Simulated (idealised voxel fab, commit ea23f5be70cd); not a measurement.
You're looking at the process module voxel capacitor over wiring.
Section shown: cut. Width: 260 nm. Cell size: 5 nm, square.
Cross-section format: a grid of square cells, given as bands from top to bottom; each band is one or more rows of cells.
Top height, bottom height, nm. Materials left to right, width each, nm. Single material + "everywhere" = fills band edge to edge. "empty" = empty.
Ref level 0: as-received wafer is one material below here. Bottom band extends down with no lower bound ("z 0 and below").
Quick explanation for "30..40": the width changes in equal steps down the rows of cells, from the first number in the band's top row to the second number in its bottom row.
Where the words "nothing changed" appear for a step, the cross-section shows no cell changed by that step; every cell remained as before.
The entry "Completely enclosed voids" lists the empty spaces that cover at least 8 cells and have no open path to the top. Each is written as width x height at distance, where the distance is measured from the left edge and all three values are in nm.
Note: text after step settings on the step line = simulator remark on that step.
Among the settings permitted on a step's line is "overlay nm"; applied to a step with a mask, it specifies the extent to which the mask lay to the right of its planned position, whereas a negative figure signifies a position to the left.
Pairs ahead. Before: cross-section ahead of one process step. After: cross-section once the step is done, shown to the lowest changed band only. Under each pair: that step, with settings. Caution: pairs may come from different runs of this module on the same starting wafer; a pair follows the pair above only where its "Before-step section" entry says so.

## Before-step section
* z 85 to 65: SiO2 85 nm | empty 15 nm | SiO2 160 nm
* z 65 to 45: SiO2 everywhere
* z 45 to 40: SiCN everywhere
* z 40 to 15: lowk 80 nm | TiN 5 nm | Cu 10 nm | TiN 5 nm | lowk 60 nm | TiN 5 nm | Cu 10 nm | TiN 5 nm | lowk 80 nm
* z 15 to 10: SiN 80 nm | TiN 20 nm | SiN 60 nm | TiN 20 nm | SiN 80 nm
* z 10 to 0: SiO2 everywhere
* z 0 and below: Si everywhere
* Completely enclosed voids: none

## Post-Step Geometry
* z 90 to 85: TiN 85 nm | empty 15 nm | TiN 160 nm
* z 85 to 70: SiO2 85 nm | empty 15 nm | SiO2 160 nm
* z 70 to 65: SiO2 85 nm | TiN 15 nm | SiO2 160 nm
* Under the height 65 nothing was changed.
* Completely enclosed voids: none
The structure goes from the before cross-section above to the after cross-section through DIRECTIONAL_DEP: material TiN, thk nm 5

Before-step section: check the pair just above; its after cross-section is our before state.

## Post-Step Geometry
* z 95 to 90: Al2O3 85 nm | empty 15 nm | Al2O3 160 nm
* z 90 to 85: TiN 85 nm | empty 15 nm | TiN 160 nm
* z 85 to 75: SiO2 85 nm | empty 15 nm | SiO2 160 nm
* z 75 to 70: SiO2 85 nm | Al2O3 15 nm | SiO2 160 nm
* Under the height 70 nothing was changed.
* Completely enclosed voids: none
The structure goes from the before cross-section above to the after cross-section through DIRECTIONAL_DEP: material Al2O3, thk nm 5

Before-step section: check the pair just above; its after cross-section is our before state.

## Post-Step Geometry
* z 100 to 95: TiN 85 nm | empty 15 nm | TiN 160 nm
* z 95 to 90: Al2O3 85 nm | empty 15 nm | Al2O3 160 nm
* z 90 to 85: TiN 85 nm | empty 15 nm | TiN 160 nm
* z 85 to 80: SiO2 85 nm | empty 15 nm | SiO2 160 nm
* z 80 to 75: SiO2 85 nm | TiN 15 nm | SiO2 160 nm
* Under the height 75 nothing was changed.
* Completely enclosed voids: none
The structure goes from the before cross-section above to the after cross-section through DIRECTIONAL_DEP: material TiN, thk nm 5

Before-step section: check the pair just above; its after cross-section is our before state.

## Post-Step Geometry
* z 120 to 100: empty 85 nm | resist 65 nm | empty 110 nm
* z 100 to 95: TiN 85 nm | resist 15 nm | TiN 160 nm
* z 95 to 90: Al2O3 85 nm | resist 15 nm | Al2O3 160 nm
* z 90 to 85: TiN 85 nm | resist 15 nm | TiN 160 nm
* z 85 to 80: SiO2 85 nm | resist 15 nm | SiO2 160 nm
* Under the height 80 nothing was changed.
* Completely enclosed voids: none
The structure goes from the before cross-section above to the after cross-section through PATTERN: tone cover, mask id UPPER_PLATE, material resist, width nm 65, thk nm 20, overlay nm 0

Before-step section: check the pair just above; its after cross-section is our before state.

## Post-Step Geometry
* z 120 to 100: empty 85 nm | resist 65 nm | empty 110 nm
* z 100 to 95: empty 85 nm | resist 15 nm | TiN 50 nm | empty 110 nm
* Under the height 95 nothing was changed.
* Completely enclosed voids: none
The structure goes from the before cross-section above to the after cross-section through DIRECTIONAL_ETCH: etch materials TiN, depth nm 5

Before-step section: check the pair just above; its after cross-section is our before state.

## Post-Step Geometry
* z 120 to 100: empty 85 nm | resist 65 nm | empty 110 nm
* z 100 to 95: empty 85 nm | resist 15 nm | TiN 50 nm | empty 110 nm
* z 95 to 90: empty 85 nm | resist 15 nm | Al2O3 50 nm | empty 110 nm
* Under the height 90 nothing was changed.
* Completely enclosed voids: none
The structure goes from the before cross-section above to the after cross-section through DIRECTIONAL_ETCH: etch materials Al2O3, depth nm 5

Before-step section: check the pair just above; its after cross-section is our before state.

## Post-Step Geometry
* z 100 to 95: empty 100 nm | TiN 50 nm | empty 110 nm
* z 95 to 90: empty 100 nm | Al2O3 50 nm | empty 110 nm
* z 90 to 85: TiN 85 nm | empty 15 nm | TiN 160 nm
* z 85 to 80: SiO2 85 nm | empty 15 nm | SiO2 160 nm
* Under the height 80 nothing was changed.
* Completely enclosed voids: none
The structure goes from the before cross-section above to the after cross-section through STRIP: etch materials resist

Before-step section: check the pair just above; its after cross-section is our before state.

## Post-Step Geometry
* z 110 to 100: empty 100 nm | aC 50 nm | empty 110 nm
* z 100 to 95: aC 85 nm | empty 15 nm | TiN 50 nm | aC 110 nm
* z 95 to 90: aC 85 nm | empty 15 nm | Al2O3 50 nm | aC 110 nm
* z 90 to 85: TiN 85 nm | aC 15 nm | TiN 160 nm
* z 85 to 80: SiO2 85 nm | aC 15 nm | SiO2 160 nm
* Under the height 80 nothing was changed.
* Completely enclosed voids: none
The structure goes from the before cross-section above to the after cross-section through DIRECTIONAL_DEP: material aC, thk nm 10

Before-step section: check the pair just above; its after cross-section is our before state.

## Post-Step Geometry
* z 135 to 110: empty 80 nm | resist 75 nm | empty 105 nm
* z 110 to 100: empty 80 nm | resist 20 nm | aC 50 nm | resist 5 nm | empty 105 nm
* z 100 to 95: aC 85 nm | resist 15 nm | TiN 50 nm | aC 110 nm
* z 95 to 90: aC 85 nm | resist 15 nm | Al2O3 50 nm | aC 110 nm
* Under the height 90 nothing was changed.
* Completely enclosed voids: none
The structure goes from the before cross-section above to the after cross-section through PATTERN: tone cover, mask id LOWER_PLATE, material resist, width nm 75, thk nm 25, overlay nm 0

Before-step section: check the pair just above; its after cross-section is our before state.

## Post-Step Geometry
* z 125 to 110: empty 80 nm | resist 75 nm | empty 105 nm
* z 110 to 100: empty 80 nm | resist 20 nm | aC 50 nm | resist 5 nm | empty 105 nm
* z 100 to 95: empty 80 nm | aC 5 nm | resist 15 nm | TiN 50 nm | aC 5 nm | empty 105 nm
* z 95 to 90: empty 80 nm | aC 5 nm | resist 15 nm | Al2O3 50 nm | aC 5 nm | empty 105 nm
* Under the height 90 nothing was changed.
* Completely enclosed voids: none
The structure goes from the before cross-section above to the after cross-section through DIRECTIONAL_ETCH: etch materials aC, depth nm 10

Before-step section: check the pair just above; its after cross-section is our before state.

## Post-Step Geometry
* z 110 to 100: empty 100 nm | aC 50 nm | empty 110 nm
* z 100 to 95: empty 80 nm | aC 5 nm | empty 15 nm | TiN 50 nm | aC 5 nm | empty 105 nm
* z 95 to 90: empty 80 nm | aC 5 nm | empty 15 nm | Al2O3 50 nm | aC 5 nm | empty 105 nm
* Under the height 90 nothing was changed.
* Completely enclosed voids: none
The structure goes from the before cross-section above to the after cross-section through STRIP: etch materials resist

Before-step section: check the pair just above; its after cross-section is our before state.

## Post-Step Geometry
* z 110 to 100: empty 100 nm | aC 50 nm | empty 110 nm
* z 100 to 95: empty 80 nm | aC 5 nm | empty 15 nm | TiN 50 nm | aC 5 nm | empty 105 nm
* z 95 to 90: empty 80 nm | aC 5 nm | empty 15 nm | Al2O3 50 nm | aC 5 nm | empty 105 nm
* z 90 to 85: empty 80 nm | TiN 5 nm | aC 15 nm | TiN 55 nm | empty 105 nm
* Under the height 85 nothing was changed.
* Completely enclosed voids: none
The structure goes from the before cross-section above to the after cross-section through DIRECTIONAL_ETCH: etch materials TiN, depth nm 5

Before-step section: check the pair just above; its after cross-section is our before state.

## Post-Step Geometry
* z 100 to 95: empty 100 nm | TiN 50 nm | empty 110 nm
* z 95 to 90: empty 100 nm | Al2O3 50 nm | empty 110 nm
* z 90 to 85: empty 80 nm | TiN 5 nm | empty 15 nm | TiN 55 nm | empty 105 nm
* z 85 to 80: SiO2 85 nm | empty 15 nm | SiO2 160 nm
* Under the height 80 nothing was changed.
* Completely enclosed voids: none
The structure goes from the before cross-section above to the after cross-section through STRIP: etch materials aC

Before-step section: check the pair just above; its after cross-section is our before state.

## Post-Step Geometry
* z 120 to 100: SiO2 everywhere
* z 100 to 95: SiO2 100 nm | TiN 50 nm | SiO2 110 nm
* z 95 to 90: SiO2 100 nm | Al2O3 50 nm | SiO2 110 nm
* z 90 to 85: SiO2 80 nm | TiN 5 nm | SiO2 15 nm | TiN 55 nm | SiO2 105 nm
* z 85 to 80: SiO2 everywhere
* Under the height 80 nothing was changed.
* Completely enclosed voids: none
The structure goes from the before cross-section above to the after cross-section through FILL_DEP: material SiO2, thk nm 20

Before-step section: check the pair just above; its after cross-section is our before state.

## Post-Step Geometry
* z 95 to 90: SiO2 100 nm | Al2O3 50 nm | SiO2 110 nm
* Under the height 90 nothing was changed.
* Completely enclosed voids: none
The structure goes from the before cross-section above to the after cross-section through CMP: height nm 95

Before-step section: check the pair just above; its after cross-section is our before state.

## Post-Step Geometry
* z 110 to 95: aC everywhere
* Under the height 95 nothing was changed.
* Completely enclosed voids: none
The structure goes from the before cross-section above to the after cross-section through DIRECTIONAL_DEP: material aC, thk nm 15

Before-step section: check the pair just above; its after cross-section is our before state.

## Post-Step Geometry
* z 140 to 110: resist 95 nm | empty 15 nm | resist 150 nm
* Under the height 110 nothing was changed.
* Completely enclosed voids: none
The structure goes from the before cross-section above to the after cross-section through PATTERN: tone open, mask id PLUG_2, material resist, width nm 15, thk nm 30, overlay nm 0

Before-step section: check the pair just above; its after cross-section is our before state.

## Post-Step Geometry
* z 125 to 110: resist 95 nm | empty 15 nm | resist 150 nm
* z 110 to 95: aC 95 nm | empty 15 nm | aC 150 nm
* Under the height 95 nothing was changed.
* Completely enclosed voids: none
The structure goes from the before cross-section above to the after cross-section through DIRECTIONAL_ETCH: etch materials aC, depth nm 15

Before-step section: check the pair just above; its after cross-section is our before state.

## Post-Step Geometry
* z 110 to 95: aC 95 nm | empty 15 nm | aC 150 nm
* Under the height 95 nothing was changed.
* Completely enclosed voids: none
The structure goes from the before cross-section above to the after cross-section through STRIP: etch materials resist

Before-step section: check the pair just above; its after cross-section is our before state.

## Post-Step Geometry
* z 110 to 95: aC 95 nm | empty 15 nm | aC 150 nm
* z 95 to 90: SiO2 95 nm | empty 5 nm | Al2O3 50 nm | SiO2 110 nm
* z 90 to 85: SiO2 80 nm | TiN 5 nm | SiO2 10 nm | empty 5 nm | TiN 55 nm | SiO2 105 nm
* z 85 to 80: SiO2 95 nm | empty 5 nm | SiO2 160 nm
* Under the height 80 nothing was changed.
* Completely enclosed voids: none
The structure goes from the before cross-section above to the after cross-section through DIRECTIONAL_ETCH: etch materials SiO2, depth nm 15

Before-step section: check the pair just above; its after cross-section is our before state.

## Post-Step Geometry
* z 95 to 90: SiO2 95 nm | empty 5 nm | Al2O3 50 nm | SiO2 110 nm
* Under the height 90 nothing was changed.
* Completely enclosed voids: none
The structure goes from the before cross-section above to the after cross-section through STRIP: etch materials aC

Before-step section: check the pair just above; its after cross-section is our before state.

## Post-Step Geometry
* z 100 to 95: TiN everywhere
* z 95 to 90: SiO2 95 nm | TiN 5 nm | Al2O3 50 nm | SiO2 110 nm
* z 90 to 85: SiO2 80 nm | TiN 5 nm | SiO2 10 nm | TiN 60 nm | SiO2 105 nm
* z 85 to 75: SiO2 95..85 nm | TiN 5..15 nm | SiO2 160 nm
* Under the height 75 nothing was changed.
* Completely enclosed voids: none
The structure goes from the before cross-section above to the after cross-section through CONFORMAL_DEP: material TiN, thk nm 5

Before-step section: check the pair just above; its after cross-section is our before state.

## Post-Step Geometry
* z 110 to 100: Cu everywhere
* Under the height 100 nothing was changed.
* Completely enclosed voids: none
The structure goes from the before cross-section above to the after cross-section through FILL_DEP: material Cu, thk nm 10

Before-step section: check the pair just above; its after cross-section is our before state.

## Post-Step Geometry
* z 95 to 90: SiO2 95 nm | TiN 5 nm | Al2O3 50 nm | SiO2 110 nm
* Under the height 90 nothing was changed.
* Completely enclosed voids: none
The structure goes from the before cross-section above to the after cross-section through CMP: height nm 95

Before-step section: check the pair just above; its after cross-section is our before state.

## Post-Step Geometry
* z 100 to 95: SiN everywhere
* Under the height 95 nothing was changed.
* Completely enclosed voids: none
The structure goes from the before cross-section above to the after cross-section through CONFORMAL_DEP: material SiN, thk nm 5

## Before-step section
* z 65 to 60: SiO2 85 nm | empty 15 nm | SiO2 160 nm
* z 60 to 45: SiO2 85 nm | Ru 15 nm | SiO2 160 nm
* z 45 to 40: SiCN 85 nm | Ru 15 nm | SiCN 160 nm
* z 40 to 15: lowk 80 nm | TiN 5 nm | Cu 10 nm | TiN 5 nm | lowk 60 nm | TiN 5 nm | Cu 10 nm | TiN 5 nm | lowk 80 nm
* z 15 to 10: SiN 80 nm | TiN 20 nm | SiN 60 nm | TiN 20 nm | SiN 80 nm
* z 10 to 0: SiO2 everywhere
* z 0 and below: Si everywhere
* Completely enclosed voids: none

## Post-Step Geometry
* z 70 to 65: TiN 85 nm | empty 15 nm | TiN 160 nm
* z 65 to 60: SiO2 85 nm | TiN 15 nm | SiO2 160 nm
* Under the height 60 nothing was changed.
* Completely enclosed voids: none
The structure goes from the before cross-section above to the after cross-section through DIRECTIONAL_DEP: material TiN, thk nm 5

Before-step section: check the pair just above; its after cross-section is our before state.

## Post-Step Geometry
* z 75 to 70: Ru 90 nm | empty 5 nm | Ru 165 nm
* z 70 to 65: TiN 85 nm | Ru 15 nm | TiN 160 nm
* Under the height 65 nothing was changed.
* Completely enclosed voids: none
The structure goes from the before cross-section above to the after cross-section through EPI: material Ru, thk nm 5

Before-step section: check the pair just above; its after cross-section is our before state.

## Post-Step Geometry
* z 80 to 75: Al2O3 90 nm | empty 5 nm | Al2O3 165 nm
* z 75 to 70: Ru 90 nm | Al2O3 5 nm | Ru 165 nm
* Under the height 70 nothing was changed.
* Completely enclosed voids: none
The structure goes from the before cross-section above to the after cross-section through DIRECTIONAL_DEP: material Al2O3, thk nm 5

Before-step section: check the pair just above; its after cross-section is our before state.

## Post-Step Geometry
* z 85 to 80: TiN 90 nm | empty 5 nm | TiN 165 nm
* z 80 to 75: Al2O3 90 nm | TiN 5 nm | Al2O3 165 nm
* Under the height 75 nothing was changed.
* Completely enclosed voids: none
The structure goes from the before cross-section above to the after cross-section through DIRECTIONAL_DEP: material TiN, thk nm 5

Before-step section: check the pair just above; its after cross-section is our before state.

## Post-Step Geometry
* z 105 to 85: empty 85 nm | resist 65 nm | empty 110 nm
* z 85 to 80: TiN 90 nm | resist 5 nm | TiN 165 nm
* Under the height 80 nothing was changed.
* Completely enclosed voids: none
The structure goes from the before cross-section above to the after cross-section through PATTERN: tone cover, mask id UPPER_PLATE, material resist, width nm 65, thk nm 20, overlay nm 0

Before-step section: check the pair just above; its after cross-section is our before state.

## Post-Step Geometry
* z 105 to 85: empty 85 nm | resist 65 nm | empty 110 nm
* z 85 to 80: empty 85 nm | TiN 5 nm | resist 5 nm | TiN 55 nm | empty 110 nm
* Under the height 80 nothing was changed.
* Completely enclosed voids: none
The structure goes from the before cross-section above to the after cross-section through DIRECTIONAL_ETCH: etch materials TiN, depth nm 5

Before-step section: check the pair just above; its after cross-section is our before state.

## Post-Step Geometry
* z 105 to 85: empty 85 nm | resist 65 nm | empty 110 nm
* z 85 to 80: empty 85 nm | TiN 5 nm | resist 5 nm | TiN 55 nm | empty 110 nm
* z 80 to 75: empty 85 nm | Al2O3 5 nm | TiN 5 nm | Al2O3 55 nm | empty 110 nm
* Under the height 75 nothing was changed.
* Completely enclosed voids: none
The structure goes from the before cross-section above to the after cross-section through DIRECTIONAL_ETCH: etch materials Al2O3, depth nm 5

Before-step section: check the pair just above; its after cross-section is our before state.

## Post-Step Geometry
* z 85 to 80: empty 85 nm | TiN 5 nm | empty 5 nm | TiN 55 nm | empty 110 nm
* Under the height 80 nothing was changed.
* Completely enclosed voids: none
The structure goes from the before cross-section above to the after cross-section through STRIP: etch materials resist

Before-step section: check the pair just above; its after cross-section is our before state.

## Post-Step Geometry
* z 95 to 90: empty 85 nm | aC 5 nm | empty 5 nm | aC 55 nm | empty 110 nm
* z 90 to 85: empty 85 nm | aC 65 nm | empty 110 nm
* z 85 to 80: aC 85 nm | TiN 5 nm | aC 5 nm | TiN 55 nm | aC 110 nm
* z 80 to 75: aC 85 nm | Al2O3 5 nm | TiN 5 nm | Al2O3 55 nm | aC 110 nm
* Under the height 75 nothing was changed.
* Completely enclosed voids: none
The structure goes from the before cross-section above to the after cross-section through DIRECTIONAL_DEP: material aC, thk nm 10

Before-step section: check the pair just above; its after cross-section is our before state.

## Post-Step Geometry
* z 120 to 95: empty 80 nm | resist 75 nm | empty 105 nm
* z 95 to 90: empty 80 nm | resist 5 nm | aC 5 nm | resist 5 nm | aC 55 nm | resist 5 nm | empty 105 nm
* z 90 to 85: empty 80 nm | resist 5 nm | aC 65 nm | resist 5 nm | empty 105 nm
* Under the height 85 nothing was changed.
* Completely enclosed voids: none
The structure goes from the before cross-section above to the after cross-section through PATTERN: tone cover, mask id LOWER_PLATE, material resist, width nm 75, thk nm 25, overlay nm 0

Before-step section: check the pair just above; its after cross-section is our before state.

## Post-Step Geometry
* z 110 to 95: empty 80 nm | resist 75 nm | empty 105 nm
* z 95 to 90: empty 80 nm | resist 5 nm | aC 5 nm | resist 5 nm | aC 55 nm | resist 5 nm | empty 105 nm
* z 90 to 85: empty 80 nm | resist 5 nm | aC 65 nm | resist 5 nm | empty 105 nm
* z 85 to 80: empty 80 nm | aC 5 nm | TiN 5 nm | aC 5 nm | TiN 55 nm | aC 5 nm | empty 105 nm
* z 80 to 75: empty 80 nm | aC 5 nm | Al2O3 5 nm | TiN 5 nm | Al2O3 55 nm | aC 5 nm | empty 105 nm
* Under the height 75 nothing was changed.
* Completely enclosed voids: none
The structure goes from the before cross-section above to the after cross-section through DIRECTIONAL_ETCH: etch materials aC, depth nm 10

Before-step section: check the pair just above; its after cross-section is our before state.

## Post-Step Geometry
* z 95 to 90: empty 85 nm | aC 5 nm | empty 5 nm | aC 55 nm | empty 110 nm
* z 90 to 85: empty 85 nm | aC 65 nm | empty 110 nm
* Under the height 85 nothing was changed.
* Completely enclosed voids: none
The structure goes from the before cross-section above to the after cross-section through STRIP: etch materials resist

Before-step section: check the pair just above; its after cross-section is our before state.

## Post-Step Geometry
* z 85 to 80: empty 85 nm | TiN 5 nm | empty 5 nm | TiN 55 nm | empty 110 nm
* z 80 to 75: empty 85 nm | Al2O3 5 nm | TiN 5 nm | Al2O3 55 nm | empty 110 nm
* Under the height 75 nothing was changed.
* Completely enclosed voids: none
The structure goes from the before cross-section above to the after cross-section through STRIP: etch materials aC

Before-step section: check the pair just above; its after cross-section is our before state.

## Post-Step Geometry
* z 105 to 85: SiO2 everywhere
* z 85 to 80: SiO2 85 nm | TiN 5 nm | SiO2 5 nm | TiN 55 nm | SiO2 110 nm
* z 80 to 75: SiO2 85 nm | Al2O3 5 nm | TiN 5 nm | Al2O3 55 nm | SiO2 110 nm
* Under the height 75 nothing was changed.
* Completely enclosed voids: none
The structure goes from the before cross-section above to the after cross-section through FILL_DEP: material SiO2, thk nm 20

Before-step section: check the pair just above; its after cross-section is our before state.

## Post-Step Geometry
* z 95 to 85: SiO2 everywhere
* Under the height 85 nothing was changed.
* Completely enclosed voids: none
The structure goes from the before cross-section above to the after cross-section through CMP: height nm 95

Before-step section: check the pair just above; its after cross-section is our before state.

## Post-Step Geometry
* z 110 to 95: aC everywhere
* Under the height 95 nothing was changed.
* Completely enclosed voids: none
The structure goes from the before cross-section above to the after cross-section through DIRECTIONAL_DEP: material aC, thk nm 15

Before-step section: check the pair just above; its after cross-section is our before state.

## Post-Step Geometry
* z 140 to 110: resist 95 nm | empty 15 nm | resist 150 nm
* Under the height 110 nothing was changed.
* Completely enclosed voids: none
The structure goes from the before cross-section above to the after cross-section through PATTERN: tone open, mask id PLUG_2, material resist, width nm 15, thk nm 30, overlay nm 0

Before-step section: check the pair just above; its after cross-section is our before state.

## Post-Step Geometry
* z 125 to 110: resist 95 nm | empty 15 nm | resist 150 nm
* z 110 to 95: aC 95 nm | empty 15 nm | aC 150 nm
* Under the height 95 nothing was changed.
* Completely enclosed voids: none
The structure goes from the before cross-section above to the after cross-section through DIRECTIONAL_ETCH: etch materials aC, depth nm 15

Before-step section: check the pair just above; its after cross-section is our before state.

## Post-Step Geometry
* z 110 to 95: aC 95 nm | empty 15 nm | aC 150 nm
* Under the height 95 nothing was changed.
* Completely enclosed voids: none
The structure goes from the before cross-section above to the after cross-section through STRIP: etch materials resist

Before-step section: check the pair just above; its after cross-section is our before state.

## Post-Step Geometry
* z 110 to 95: aC 95 nm | empty 15 nm | aC 150 nm
* z 95 to 85: SiO2 95 nm | empty 15 nm | SiO2 150 nm
* Under the height 85 nothing was changed.
* Completely enclosed voids: none
The structure goes from the before cross-section above to the after cross-section through DIRECTIONAL_ETCH: etch materials SiO2, depth nm 15

Before-step section: check the pair just above; its after cross-section is our before state.

## Post-Step Geometry
* z 95 to 85: SiO2 95 nm | empty 15 nm | SiO2 150 nm
* Under the height 85 nothing was changed.
* Completely enclosed voids: none
The structure goes from the before cross-section above to the after cross-section through STRIP: etch materials aC

Before-step section: check the pair just above; its after cross-section is our before state.

## Post-Step Geometry
* z 100 to 95: TiN 100 nm | empty 5 nm | TiN 155 nm
* z 95 to 90: SiO2 95 nm | TiN 5 nm | empty 5 nm | TiN 5 nm | SiO2 150 nm
* z 90 to 85: SiO2 95 nm | TiN 15 nm | SiO2 150 nm
* Under the height 85 nothing was changed.
* Completely enclosed voids: none
The structure goes from the before cross-section above to the after cross-section through CONFORMAL_DEP: material TiN, thk nm 5

Before-step section: check the pair just above; its after cross-section is our before state.

## Post-Step Geometry
* z 110 to 100: Cu everywhere
* z 100 to 95: TiN 100 nm | Cu 5 nm | TiN 155 nm
* z 95 to 90: SiO2 95 nm | TiN 5 nm | Cu 5 nm | TiN 5 nm | SiO2 150 nm
* Under the height 90 nothing was changed.
* Completely enclosed voids: none
The structure goes from the before cross-section above to the after cross-section through FILL_DEP: material Cu, thk nm 10

Before-step section: check the pair just above; its after cross-section is our before state.

## Post-Step Geometry
* z 95 to 90: SiO2 95 nm | TiN 5 nm | Cu 5 nm | TiN 5 nm | SiO2 150 nm
* Under the height 90 nothing was changed.
* Completely enclosed voids: none
The structure goes from the before cross-section above to the after cross-section through CMP: height nm 95

Before-step section: check the pair just above; its after cross-section is our before state.

## Post-Step Geometry
* z 100 to 95: SiN everywhere
* Under the height 95 nothing was changed.
* Completely enclosed voids: none
The structure goes from the before cross-section above to the after cross-section through CONFORMAL_DEP: material SiN, thk nm 5

## Before-step section
* z 45 to 40: SiCN everywhere
* z 40 to 15: lowk 80 nm | TiN 5 nm | Cu 10 nm | TiN 5 nm | lowk 60 nm | TiN 5 nm | Cu 10 nm | TiN 5 nm | lowk 80 nm
* z 15 to 10: SiN 80 nm | TiN 20 nm | SiN 60 nm | TiN 20 nm | SiN 80 nm
* z 10 to 0: SiO2 everywhere
* z 0 and below: Si everywhere
* Completely enclosed voids: none

## Post-Step Geometry
* z 55 to 45: SiO2 everywhere
* Under the height 45 nothing was changed.
* Completely enclosed voids: none
The structure goes from the before cross-section above to the after cross-section through DIRECTIONAL_DEP: material SiO2, thk nm 10

Before-step section: check the pair just above; its after cross-section is our before state.

## Post-Step Geometry
* z 75 to 55: resist 85 nm | empty 15 nm | resist 160 nm
* Under the height 55 nothing was changed.
* Completely enclosed voids: none
The structure goes from the before cross-section above to the after cross-section through PATTERN: tone open, mask id PLUG_1, material resist, width nm 15, thk nm 20, overlay nm 0

Before-step section: check the pair just above; its after cross-section is our before state.

## Post-Step Geometry
* z 75 to 55: resist 85 nm | empty 15 nm | resist 160 nm
* z 55 to 45: SiO2 85 nm | empty 15 nm | SiO2 160 nm
* Under the height 45 nothing was changed.
* Completely enclosed voids: none
The structure goes from the before cross-section above to the after cross-section through DIRECTIONAL_ETCH: etch materials SiO2, depth nm 20

Before-step section: check the pair just above; its after cross-section is our before state.

## Post-Step Geometry
* z 75 to 55: resist 85 nm | empty 15 nm | resist 160 nm
* z 55 to 45: SiO2 85 nm | empty 15 nm | SiO2 160 nm
* z 45 to 40: SiCN 85 nm | empty 15 nm | SiCN 160 nm
* Under the height 40 nothing was changed.
* Completely enclosed voids: none
The structure goes from the before cross-section above to the after cross-section through DIRECTIONAL_ETCH: etch materials SiCN, depth nm 5

Before-step section: check the pair just above; its after cross-section is our before state.

## Post-Step Geometry
* z 55 to 45: SiO2 85 nm | empty 15 nm | SiO2 160 nm
* Under the height 45 nothing was changed.
* Completely enclosed voids: none
The structure goes from the before cross-section above to the after cross-section through STRIP: etch materials resist

Before-step section: check the pair just above; its after cross-section is our before state.

## Post-Step Geometry
* z 55 to 50: SiO2 85 nm | empty 15 nm | SiO2 160 nm
* z 50 to 45: SiO2 85 nm | Ru 15 nm | SiO2 160 nm
* z 45 to 40: SiCN 85 nm | Ru 15 nm | SiCN 160 nm
* Under the height 40 nothing was changed.
* Completely enclosed voids: none
The structure goes from the before cross-section above to the after cross-section through EPI: material Ru, thk nm 10

Before-step section: check the pair just above; its after cross-section is our before state.

## Post-Step Geometry
* z 60 to 55: empty 80 nm | Ru 25 nm | empty 155 nm
* z 55 to 45: SiO2 85 nm | Ru 15 nm | SiO2 160 nm
* Under the height 45 nothing was changed.
* Completely enclosed voids: none
The structure goes from the before cross-section above to the after cross-section through EPI: material Ru, thk nm 10

Before-step section: check the pair just above; its after cross-section is our before state.

## Post-Step Geometry
* z 65 to 55: empty 75 nm | Ru 35 nm | empty 150 nm
* Under the height 55 nothing was changed.
* Completely enclosed voids: none
The structure goes from the before cross-section above to the after cross-section through EPI: material Ru, thk nm 5

Before-step section: check the pair just above; its after cross-section is our before state.

## Post-Step Geometry
* z 70 to 65: empty 75 nm | TiN 35 nm | empty 150 nm
* z 65 to 60: empty 75 nm | Ru 35 nm | empty 150 nm
* z 60 to 55: TiN 75 nm | Ru 35 nm | TiN 150 nm
* Under the height 55 nothing was changed.
* Completely enclosed voids: none
The structure goes from the before cross-section above to the after cross-section through DIRECTIONAL_DEP: material TiN, thk nm 5

Before-step section: check the pair just above; its after cross-section is our before state.

## Post-Step Geometry
* z 75 to 70: empty 75 nm | Al2O3 35 nm | empty 150 nm
* z 70 to 65: empty 75 nm | TiN 35 nm | empty 150 nm
* z 65 to 60: Al2O3 75 nm | Ru 35 nm | Al2O3 150 nm
* Under the height 60 nothing was changed.
* Completely enclosed voids: none
The structure goes from the before cross-section above to the after cross-section through DIRECTIONAL_DEP: material Al2O3, thk nm 5

Before-step section: check the pair just above; its after cross-section is our before state.

## Post-Step Geometry
* z 80 to 75: empty 75 nm | TiN 35 nm | empty 150 nm
* z 75 to 70: empty 75 nm | Al2O3 35 nm | empty 150 nm
* z 70 to 65: TiN everywhere
* Under the height 65 nothing was changed.
* Completely enclosed voids: none
The structure goes from the before cross-section above to the after cross-section through DIRECTIONAL_DEP: material TiN, thk nm 5

Before-step section: check the pair just above; its after cross-section is our before state.

## Post-Step Geometry
* z 100 to 80: empty 85 nm | resist 65 nm | empty 110 nm
* z 80 to 75: empty 75 nm | TiN 35 nm | resist 40 nm | empty 110 nm
* z 75 to 70: empty 75 nm | Al2O3 35 nm | resist 40 nm | empty 110 nm
* Under the height 70 nothing was changed.
* Completely enclosed voids: none
The structure goes from the before cross-section above to the after cross-section through PATTERN: tone cover, mask id UPPER_PLATE, material resist, width nm 65, thk nm 20, overlay nm 0

Before-step section: check the pair just above; its after cross-section is our before state.

## Post-Step Geometry
* z 100 to 80: empty 85 nm | resist 65 nm | empty 110 nm
* z 80 to 75: empty 85 nm | TiN 25 nm | resist 40 nm | empty 110 nm
* z 75 to 70: empty 75 nm | Al2O3 35 nm | resist 40 nm | empty 110 nm
* z 70 to 65: empty 75 nm | TiN 75 nm | empty 110 nm
* Under the height 65 nothing was changed.
* Completely enclosed voids: none
The structure goes from the before cross-section above to the after cross-section through DIRECTIONAL_ETCH: etch materials TiN, depth nm 5

Before-step section: check the pair just above; its after cross-section is our before state.

## Post-Step Geometry
* z 100 to 80: empty 85 nm | resist 65 nm | empty 110 nm
* z 80 to 75: empty 85 nm | TiN 25 nm | resist 40 nm | empty 110 nm
* z 75 to 70: empty 85 nm | Al2O3 25 nm | resist 40 nm | empty 110 nm
* z 70 to 65: empty 75 nm | TiN 75 nm | empty 110 nm
* z 65 to 60: empty 75 nm | Ru 35 nm | Al2O3 40 nm | empty 110 nm
* Under the height 60 nothing was changed.
* Completely enclosed voids: none
The structure goes from the before cross-section above to the after cross-section through DIRECTIONAL_ETCH: etch materials Al2O3, depth nm 5

Before-step section: check the pair just above; its after cross-section is our before state.

## Post-Step Geometry
* z 80 to 75: empty 85 nm | TiN 25 nm | empty 150 nm
* z 75 to 70: empty 85 nm | Al2O3 25 nm | empty 150 nm
* Under the height 70 nothing was changed.
* Completely enclosed voids: none
The structure goes from the before cross-section above to the after cross-section through STRIP: etch materials resist

Before-step section: check the pair just above; its after cross-section is our before state.

## Post-Step Geometry
* z 90 to 80: empty 85 nm | aC 25 nm | empty 150 nm
* z 80 to 75: empty 75 nm | aC 10 nm | TiN 25 nm | aC 40 nm | empty 110 nm
* z 75 to 70: empty 75 nm | aC 10 nm | Al2O3 25 nm | aC 40 nm | empty 110 nm
* z 70 to 65: aC 75 nm | TiN 75 nm | aC 110 nm
* z 65 to 60: aC 75 nm | Ru 35 nm | Al2O3 40 nm | aC 110 nm
* Under the height 60 nothing was changed.
* Completely enclosed voids: none
The structure goes from the before cross-section above to the after cross-section through DIRECTIONAL_DEP: material aC, thk nm 10
